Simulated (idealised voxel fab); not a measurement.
process module | voxel released beams
cross-section cut | 180 nm wide | cells 5 nm
A cross-section is a grid of square cells, given in bands from the top down. A band is one or more rows of cells.
Each band's line starts with the height of the band's top and of its bottom, in nm. Then come its materials from left to right, each with its width in nm. One material with "throughout" fills the band from edge to edge. "air" is empty space.
Height 0 is the level under which the wafer as received is all one material. The lowest band goes on downwards, as in "0 down".
A width such as "30 to 40" changes by the same amount from each row of cells to the next, from the band's top row to its bottom row.
"no change" after a step means that no cell of the cross-section changed.
closed voids: empty space of 8 cells or more with no open way to the top, each as width x height at its distance from the left edge, in nm
after a step's settings: what the simulator itself notes on the step
overlay nm, on a step with a mask: how far to the right of its planned place the mask lay; to the left if negative
plan
1 op RECEIVE | material Si
2 op CONFORMAL_DEP | material SiN | thk nm 5
3 op DIRECTIONAL_DEP | material SiO2 | thk nm 15
4 op DIRECTIONAL_DEP | material aC | thk nm 15
5 op PATTERN | tone open | mask id ANCHOR | material resist | width nm 15 | thk nm 30 | overlay nm 0
6 op DIRECTIONAL_ETCH | etch materials aC | depth nm 15
7 op STRIP | etch materials resist
8 op DIRECTIONAL_ETCH | etch materials SiO2 | depth nm 15
9 op STRIP | etch materials aC
10 op CONFORMAL_DEP | material polySi | thk nm 10
11 op DIRECTIONAL_DEP | material aC | thk nm 15
12 op PATTERN | tone cover | mask id BEAM | material resist | width nm 110 | thk nm 30 | overlay nm 0
13 op DIRECTIONAL_ETCH | etch materials aC | depth nm 15
14 op STRIP | etch materials resist
15 op DIRECTIONAL_ETCH | etch materials polySi | depth nm 10
16 op STRIP | etch materials aC
17 op STRIP | etch materials SiO2
varied across the wafers: width nm of step 5. The plan shows the first wafer's value. All wafers start alike
first wafer as received, after step 1
  0 down: Si throughout
  closed voids: none
each wafer at the end: cells of each material gained (+) or lost (-) since it was received, then its closed voids
width nm 15 | +36 SiN | +53 polySi | closed voids: none
width nm 20 | +36 SiN | +56 polySi | closed voids: none
width nm 25 | +36 SiN | +56 polySi | closed voids: none
width nm 30 | +36 SiN | +56 polySi | closed voids: none
width nm 35 | +36 SiN | +56 polySi | closed voids: none
width nm 40 | +36 SiN | +56 polySi | closed voids: none
